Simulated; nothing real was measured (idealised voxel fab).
Module name: voxel gate over fins (process module)
In the cross-section labelled cut, the width is 240 nm and each square cell is 5 nm.
Square cells in a grid make up a cross-section in this document, and the grid is given as bands, listed from the top down, each one or more rows of cells. Heights first: top, then bottom, in nm. Then materials, left to right, each with a width in nm. "all across" on a single material: fills the band edge to edge. "blank": empty space. Heights are expressed relative to 0, this being the level below which the as-received wafer comprises one material exclusively. The lowest band is unbounded in the downward direction and is denoted as in "top 0, no bottom". Graded width ("30 to 40"): value in top row of band = first number; value in bottom row = second number; row-to-row change constant. When a step is marked "everything unchanged", none of the cells in the cross-section changed during that step. "Enclosed cavities": sealed empty spaces, 8 cells or more, no open way to top, listed width x height at distance, with distance from the left edge and width, height and distance in nm. Formally, on a step line, whatever follows the settings is a remark that the simulator itself makes on the step. The setting "overlay nm" may be written on the line of a step. When the step uses a mask, the value reports how far to the right of the planned place the mask lay, and a negative value reports that it lay to the left.

The steps planned for the process are as follows
step 1: RECEIVE,material Si
step 2: CONFORMAL_DEP,material SiN,thk nm 5
step 3: DIRECTIONAL_DEP,material aC,thk nm 10
step 4: PATTERN,tone cover,mask id FINS,material resist,width nm 15,pitch nm 40,thk nm 30,overlay nm 0
step 5: DIRECTIONAL_ETCH,etch materials aC,depth nm 10
step 6: STRIP,etch materials resist
step 7: DIRECTIONAL_ETCH,etch materials SiN,depth nm 5
step 8: DIRECTIONAL_ETCH,etch materials Si,depth nm 40
step 9: STRIP,etch materials aC
step 10: OXIDIZE,depth nm 5
step 11: FILL_DEP,material SiO2,thk nm 5
step 12: CMP,height nm 5
step 13: SELECTIVE_ETCH,etch materials SiO2,depth nm 15
step 14: STRIP,etch materials SiN
step 15: CONFORMAL_DEP,material HfO2,thk nm 5
step 16: CONFORMAL_DEP,material TiN,thk nm 5
step 17: FILL_DEP,material W,thk nm 15
step 18: CMP,height nm 20
step 19: CONFORMAL_DEP,material SiN,thk nm 10

Received-state cross-section, reflecting completion of step 1
  top 0, no bottom = Si all across
  Enclosed cavities: none

Sectioned view, first of two wafers, at the close of the module, processed as intended in the plan
  top 30, bottom 20 = SiN all across
  top 20, bottom 10 = W all across
  top 10, bottom 5 = 65 nm W; 25 nm TiN; 15 nm W; 25 nm TiN; 15 nm W; 25 nm TiN; 70 nm W
  top 5, bottom 0 = 65 nm W; 5 nm TiN; 15 nm HfO2; 5 nm TiN; 15 nm W; 5 nm TiN; 15 nm HfO2; 5 nm TiN; 15 nm W; 5 nm TiN; 15 nm HfO2; 5 nm TiN; 70 nm W
  top 0, bottom -5 = 70 nm TiN; 5 nm HfO2; 5 nm Si; 5 nm HfO2; 25 nm TiN; 5 nm HfO2; 5 nm Si; 5 nm HfO2; 25 nm TiN; 5 nm HfO2; 5 nm Si; 5 nm HfO2; 75 nm TiN
  top -5, bottom -10 = 75 nm HfO2; 5 nm Si; 35 nm HfO2; 5 nm Si; 35 nm HfO2; 5 nm Si; 80 nm HfO2
  top -10, bottom -45 = 75 nm SiO2; 5 nm Si; 35 nm SiO2; 5 nm Si; 35 nm SiO2; 5 nm Si; 80 nm SiO2
  top -45, no bottom = Si all across
  Enclosed cavities: none

Here is the second of the two wafers cut open at the end of the module - same start, same plan as the first one, but we made one mistake running it
  top 30, bottom 20 = SiN all across
  top 20, bottom 10 = W all across
  top 10, bottom 5 = 65 nm W; 30 nm TiN; 10 nm W; 30 nm TiN; 10 nm W; 30 nm TiN; 65 nm W
  top 5, bottom 0 = 65 nm W; 5 nm TiN; 20 nm HfO2; 5 nm TiN; 10 nm W; 5 nm TiN; 20 nm HfO2; 5 nm TiN; 10 nm W; 5 nm TiN; 20 nm HfO2; 5 nm TiN; 65 nm W
  top 0, bottom -5 = 70 nm TiN; 5 nm HfO2; 10 nm Si; 5 nm HfO2; 20 nm TiN; 5 nm HfO2; 10 nm Si; 5 nm HfO2; 20 nm TiN; 5 nm HfO2; 10 nm Si; 5 nm HfO2; 70 nm TiN
  top -5, bottom -10 = 75 nm HfO2; 10 nm Si; 30 nm HfO2; 10 nm Si; 30 nm HfO2; 10 nm Si; 75 nm HfO2
  top -10, bottom -45 = 75 nm SiO2; 10 nm Si; 30 nm SiO2; 10 nm Si; 30 nm SiO2; 10 nm Si; 75 nm SiO2
  top -45, no bottom = Si all across
  Enclosed cavities: none
In executing the process, a mistake was made relative to the plan: planned and actual differ for step 4; actual: PATTERN,tone cover,mask id FINS,material resist,width nm 20,pitch nm 40,thk nm 30,overlay nm 0
Looking at both finished wafers in cells, the second ends up ahead of or behind the first on some materials: Si +27 | SiO2 -21 | W -6
